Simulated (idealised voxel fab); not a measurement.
The following is a process module called voxel wiring stack.
For reference, the cross-section in this document is cut, with width 285 nm and square cells of 5 nm.
We lay out every cross-section as a grid of square cells and spell it out in bands from the top down, where one band means one or more rows of cells. Top height, bottom height, nm. Materials left to right, width each, nm. Single material + "all across" = fills band edge to edge. "air" = empty. The reference from which all heights are counted is 0, the level beneath which the as-received wafer is entirely one material; the lowest band, having no lower bound, proceeds downward and is written after the example "from 0 down". The two numbers in a width such as "30..40" mark its ends across the band: the first belongs to the top row of cells, the second to the bottom row, and from each row to the next the width moves by the same amount. Reading "no alteration" for a step: not a cell of the cross-section changed in it. Closed-off voids of 8+ cells (no open route to the top) go in "Closed void roster", written width x height at distance from the left edge, in nm. Post-settings text on a step line: simulator's own remark regarding the step. overlay nm: mask right of planned place by this much (step with mask). Neg. = left.

The steps planned for the process are as follows:
1,RECEIVE [material Si]
2,CONFORMAL_DEP [material SiO2] [thk nm 15]
3,CONFORMAL_DEP [material SiCN] [thk nm 5]
4,DIRECTIONAL_DEP [material SiO2] [thk nm 25]
5,MASKED_ETCH [tone open] [mask id METAL_1] [width nm 25] [pitch nm 40] [etch materials SiO2] [depth nm 25] [overlay nm 0]
6,MASKED_ETCH [tone open] [mask id METAL_1] [width nm 25] [pitch nm 40] [etch materials SiCN] [depth nm 5] [overlay nm 0]
7,CONFORMAL_DEP [material TiN] [thk nm 5]
8,FILL_DEP [material Ru] [thk nm 10]
9,CMP [height nm 45]
10,EPI [material Ru] [thk nm 5]
11,FILL_DEP [material SiCN] [thk nm 5]
12,DIRECTIONAL_DEP [material lowk] [thk nm 35]
13,MASKED_ETCH [tone open] [mask id METAL_2] [width nm 25] [pitch nm 40] [etch materials lowk] [depth nm 20] [overlay nm 0]
14,MASKED_ETCH [tone open] [mask id METAL_2_HOLES] [width nm 15] [pitch nm 80] [etch materials lowk] [depth nm 15] [overlay nm 0]
15,MASKED_ETCH [tone open] [mask id METAL_2_HOLES] [width nm 15] [pitch nm 80] [etch materials SiCN] [depth nm 5] [overlay nm 0]
16,CONFORMAL_DEP [material TiN] [thk nm 5]
17,FILL_DEP [material Cu] [thk nm 5]
18,CMP [height nm 90]
19,CONFORMAL_DEP [material SiCN] [thk nm 5]
20,DIRECTIONAL_DEP [material SiO2] [thk nm 10]
21,DIRECTIONAL_DEP [material aC] [thk nm 15]
22,PATTERN [tone open] [mask id PLUG_2] [material resist] [width nm 15] [pitch nm 40] [thk nm 35] [overlay nm 0]
23,DIRECTIONAL_ETCH [etch materials aC] [depth nm 15]
24,STRIP [etch materials resist]
25,DIRECTIONAL_ETCH [etch materials SiO2] [depth nm 10]
26,DIRECTIONAL_ETCH [etch materials SiCN] [depth nm 5]
27,STRIP [etch materials aC]
28,EPI [material Ru] [thk nm 10]
29,EPI [material Ru] [thk nm 5]
30,CONFORMAL_DEP [material SiN] [thk nm 5]
31,DIRECTIONAL_DEP [material lowk] [thk nm 20]
32,DIRECTIONAL_DEP [material aC] [thk nm 10]
33,PATTERN [tone open] [mask id METAL_3] [material resist] [width nm 25] [pitch nm 40] [thk nm 30] [overlay nm 0]
34,DIRECTIONAL_ETCH [etch materials aC] [depth nm 10]
35,STRIP [etch materials resist]
36,DIRECTIONAL_ETCH [etch materials lowk] [depth nm 20]
37,DIRECTIONAL_ETCH [etch materials SiN] [depth nm 5]
38,STRIP [etch materials aC]
39,CONFORMAL_DEP [material TiN] [thk nm 5]
40,FILL_DEP [material W] [thk nm 10]
41,CMP [height nm 130]
42,CONFORMAL_DEP [material SiCN] [thk nm 5]
43,DIRECTIONAL_DEP [material lowk] [thk nm 15]
44,DIRECTIONAL_DEP [material aC] [thk nm 15]
45,PATTERN [tone open] [mask id PLUG_3] [material resist] [width nm 15] [pitch nm 80] [thk nm 35] [overlay nm 0]
46,DIRECTIONAL_ETCH [etch materials aC] [depth nm 15]
47,STRIP [etch materials resist]
48,DIRECTIONAL_ETCH [etch materials lowk] [depth nm 15]
49,DIRECTIONAL_ETCH [etch materials SiCN] [depth nm 5]
50,STRIP [etch materials aC]
51,EPI [material Ru] [thk nm 10]
52,EPI [material Ru] [thk nm 10]
53,DIRECTIONAL_DEP [material TiN] [thk nm 5]
54,DIRECTIONAL_DEP [material Ru] [thk nm 15]
55,MASKED_ETCH [tone cover] [mask id METAL_4] [width nm 25] [pitch nm 40] [etch materials Ru] [depth nm 15] [overlay nm 0]
56,MASKED_ETCH [tone cover] [mask id METAL_4] [width nm 25] [pitch nm 40] [etch materials TiN] [depth nm 5] [overlay nm 0]
57,CONFORMAL_DEP [material SiCN] [thk nm 5]
58,FILL_DEP [material lowk] [thk nm 10]
59,CMP [height nm 170]
60,CONFORMAL_DEP [material SiCN] [thk nm 5]

Cross-sectional view of the wafer in its as-received condition, corresponding to the state after step 1:
	from 0 down = Si all across
	Closed void roster: none

Cross-sectional result after module completion. Note: starting condition and plan are unchanged from above; one processing mistake was made:
	from 175 to 170 = SiCN all across
	from 170 to 165 = lowk 65 / SiCN 35 / lowk 5 / SiCN 35 / lowk 5 / SiCN 35 / lowk 5 / SiCN 35 / lowk 65
	from 165 to 155 = lowk 65 / SiCN 5 / Ru 25 / SiCN 5 / lowk 5 / SiCN 5 / Ru 25 / SiCN 5 / lowk 5 / SiCN 5 / Ru 25 / SiCN 5 / lowk 5 / SiCN 5 / Ru 25 / SiCN 5 / lowk 65
	from 155 to 150 = SiCN 70 / TiN 25 / SiCN 15 / TiN 25 / SiCN 15 / TiN 25 / SiCN 15 / TiN 25 / SiCN 70
	from 150 to 135 = lowk 70 / Ru 15 / lowk 65 / Ru 15 / lowk 120
	from 135 to 130 = SiCN 70 / Ru 15 / SiCN 65 / Ru 15 / SiCN 120
	from 130 to 110 = lowk 70 / TiN 5 / W 15 / TiN 5 / lowk 15 / TiN 5 / W 15 / TiN 5 / lowk 15 / TiN 5 / W 15 / TiN 5 / lowk 15 / TiN 5 / W 15 / TiN 5 / lowk 70
	from 110 to 105 = SiN 70 / TiN 25 / SiN 15 / TiN 25 / SiN 15 / TiN 25 / SiN 15 / TiN 25 / SiN 70
	from 105 to 95 = SiO2 70 / Ru 15 / SiO2 25 / Ru 15 / SiO2 25 / Ru 15 / SiO2 25 / Ru 15 / SiO2 80
	from 95 to 90 = SiCN 70 / Ru 15 / SiCN 25 / Ru 15 / SiCN 25 / Ru 15 / SiCN 25 / Ru 15 / SiCN 80
	from 90 to 75 = lowk 70 / TiN 5 / Cu 15 / TiN 5 / lowk 15 / TiN 5 / Cu 15 / TiN 5 / lowk 15 / TiN 5 / Cu 15 / TiN 5 / lowk 15 / TiN 5 / Cu 15 / TiN 5 / lowk 70
	from 75 to 70 = lowk 70 / TiN 5 / Cu 5 / TiN 15 / lowk 15 / TiN 25 / lowk 15 / TiN 5 / Cu 5 / TiN 15 / lowk 15 / TiN 25 / lowk 70
	from 70 to 55 = lowk 70 / TiN 5 / Cu 5 / TiN 5 / lowk 65 / TiN 5 / Cu 5 / TiN 5 / lowk 120
	from 55 to 50 = SiCN 70 / TiN 15 / SiCN 65 / TiN 15 / SiCN 120
	from 50 to 45 = SiCN 65 / Ru 35 / SiCN 5 / Ru 35 / SiCN 5 / Ru 35 / SiCN 5 / Ru 35 / SiCN 65
	from 45 to 20 = SiO2 70 / TiN 5 / Ru 15 / TiN 5 / SiO2 15 / TiN 5 / Ru 15 / TiN 5 / SiO2 15 / TiN 5 / Ru 15 / TiN 5 / SiO2 15 / TiN 5 / Ru 15 / TiN 5 / SiO2 70
	from 20 to 15 = SiCN 70 / TiN 25 / SiCN 15 / TiN 25 / SiCN 15 / TiN 25 / SiCN 15 / TiN 25 / SiCN 70
	from 15 to 0 = SiO2 all across
	from 0 down = Si all across
	Closed void roster: none
In executing the process, a mistake was made relative to the plan: step 54 off recipe, ran as DIRECTIONAL_DEP [material Ru] [thk nm 10]
